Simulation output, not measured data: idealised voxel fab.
Proc. module: voxel transistor to metal
Section cut is 285 nm wide and gridded with 5 nm square cells.
Cross-section format: a grid of square cells, given as bands from top to bottom; each band is one or more rows of cells.
What a band's entry tells you: where the top is and where the bottom is, as heights in nm, and after that what lies inside, material by material from left to right, each with its width in nm. Empty space is written as the word "air", and a single material marked with the word "throughout" occupies the band from edge to edge.
For the purposes of this specification, 0 denotes the height below which the wafer in its as-received condition is composed wholly of one material, and the lowermost band, lacking a lower limit, extends downward without end, as expressed in "0 down".
You'd read "30->40" like this: the band's top row of cells is as wide as the first number, its bottom row is as wide as the second, and going down, every row changes width by the same amount as the row before did.
What does "nothing got changed" mean for a step? It means no cell of the cross-section changed in that step.
"Trapped void list" means: voids of 8 cells or more that are shut off from the top with no open way through. Written width x height at distance, distance from the left edge, in nm.
after a step's settings: what the simulator itself notes on the step
You can add "overlay nm" to a step's line. For a step with a mask, it describes how far the mask lay to the right of its planned position, and a negative number describes a lay to the left.
-- plan
| 1 | RECEIVE: material Si |
| 2 | OXIDIZE: depth nm 5 |
| 3 | CONFORMAL_DEP: material SiN, thk nm 10 |
| 4 | PATTERN: tone cover, mask id ACTIVE, material resist, width nm 100, pitch nm 125, thk nm 20, overlay nm 0 |
| 5 | DIRECTIONAL_ETCH: etch materials SiN, depth nm 10 |
| 6 | DIRECTIONAL_ETCH: etch materials SiO2, depth nm 5 |
| 7 | DIRECTIONAL_ETCH: etch materials Si, depth nm 25 |
| 8 | STRIP: etch materials resist |
| 9 | FILL_DEP: material SiO2, thk nm 10 |
| 10 | CMP: height nm 10 |
| 11 | SELECTIVE_ETCH: etch materials SiO2, depth nm 5 |
| 12 | STRIP: etch materials SiN |
| 13 | SELECTIVE_ETCH: etch materials SiO2, depth nm 5 |
| 14 | OXIDIZE: depth nm 5 |
| 15 | DIRECTIONAL_DEP: material polySi, thk nm 25 |
| 16 | DIRECTIONAL_DEP: material SiCN, thk nm 10 |
| 17 | DIRECTIONAL_DEP: material aC, thk nm 10 |
| 18 | PATTERN: tone cover, mask id GATE, material resist, width nm 20, pitch nm 125, thk nm 30, overlay nm 0 |
| 19 | DIRECTIONAL_ETCH: etch materials aC, depth nm 10 |
| 20 | STRIP: etch materials resist |
| 21 | DIRECTIONAL_ETCH: etch materials SiCN, depth nm 20 |
| 22 | DIRECTIONAL_ETCH: etch materials polySi, depth nm 35 |
| 23 | STRIP: etch materials aC |
| 24 | CONFORMAL_DEP: material SiN, thk nm 10 |
| 25 | DIRECTIONAL_ETCH: etch materials SiN, depth nm 10 |
| 26 | DIRECTIONAL_ETCH: etch materials SiO2, depth nm 5 |
| 27 | EPI: material SiGe, thk nm 5 |
| 28 | FILL_DEP: material SiO2, thk nm 10 |
| 29 | CMP: height nm 30 |
| 30 | DIRECTIONAL_DEP: material SiO2, thk nm 15 |
| 31 | MASKED_ETCH: tone open, mask id CONTACT, width nm 30, etch materials SiO2, depth nm 50, overlay nm 0 |
| 32 | CONFORMAL_DEP: material TiN, thk nm 5 |
| 33 | FILL_DEP: material W, thk nm 10 |
| 34 | CMP: height nm 45 |
| 35 | CONFORMAL_DEP: material SiCN, thk nm 5 |
| 36 | DIRECTIONAL_DEP: material lowk, thk nm 25 |
| 37 | MASKED_ETCH: tone open, mask id METAL_1, width nm 15, etch materials lowk, depth nm 25, overlay nm 0 |
| 38 | MASKED_ETCH: tone open, mask id METAL_1, width nm 15, etch materials SiCN, depth nm 5, overlay nm 0 |
| 39 | CONFORMAL_DEP: material TiN, thk nm 5 |
| 40 | FILL_DEP: material Ru, thk nm 10 |
| 41 | CMP: height nm 75 |
| 42 | EPI: material Ru, thk nm 5 |
| 43 | FILL_DEP: material SiCN, thk nm 5 |
-- The cross-section here shows the wafer as received, i.e. in its state after step 1
    0 down  Si throughout
    Trapped void list: none
-- Starting structure and process plan are as shown above, but one mistake was made in running the module; the wafer cross-section at the end of the module follows
    85 to 80  SiCN throughout
    80 to 75  Ru (40), SiCN (5), Ru (70), SiCN (5), Ru (45), SiCN (5), Ru (70), SiCN (5), Ru (40)
    75 to 55  Ru (30), TiN (5), lowk (15), TiN (5), Ru (50), TiN (5), lowk (15), TiN (5), Ru (25), TiN (5), lowk (15), TiN (5), Ru (50), TiN (5), lowk (15), TiN (5), Ru (30)
    55 to 50  TiN (35), lowk (15), TiN (60), lowk (15), TiN (35), lowk (15), TiN (60), lowk (15), TiN (35)
    50 to 45  SiCN throughout
    45 to 35  SiO2 (35), TiN (5), W (20), TiN (5), SiO2 (30), TiN (5), W (20), TiN (5), SiO2 (35), TiN (5), W (20), TiN (5), SiO2 (30), TiN (5), W (20), TiN (5), SiO2 (35)
    35 to 30  SiO2 (35), TiN (5), W (15), TiN (10), SiO2 (30), TiN (10), W (15), TiN (5), SiO2 (35), TiN (5), W (15), TiN (10), SiO2 (30), TiN (10), W (15), TiN (5), SiO2 (35)
    30 to 20  SiO2 (35), TiN (5), W (15), TiN (5), SiN (10), SiCN (20), SiN (10), TiN (5), W (15), TiN (5), SiO2 (35), TiN (5), W (15), TiN (5), SiN (10), SiCN (20), SiN (10), TiN (5), W (15), TiN (5), SiO2 (35)
    20 to 0  SiO2 (35), TiN (5), W (15), TiN (5), SiN (10), polySi (20), SiN (10), TiN (5), W (15), TiN (5), SiO2 (35), TiN (5), W (15), TiN (5), SiN (10), polySi (20), SiN (10), TiN (5), W (15), TiN (5), SiO2 (35)
    0 to -5  SiO2 (25), SiN (10), TiN (25), SiN (10), polySi (20), SiN (10), TiN (25), SiN (10), SiO2 (15), SiN (10), TiN (25), SiN (10), polySi (20), SiN (10), TiN (25), SiN (10), SiO2 (25)
    -5 to -10  SiO2 (35), SiGe (25), SiO2 (40), SiGe (25), SiO2 (35), SiGe (25), SiO2 (40), SiGe (25), SiO2 (35)
    -10 to -30  SiO2 (30), Si (100), SiO2 (25), Si (100), SiO2 (30)
    -30 down  Si throughout
    Trapped void list: none
Here's what went sideways: step 37, actual vs plan mismatch, actual run MASKED_ETCH: tone cover, mask id METAL_1, width nm 15, etch materials lowk, depth nm 25, overlay nm 0
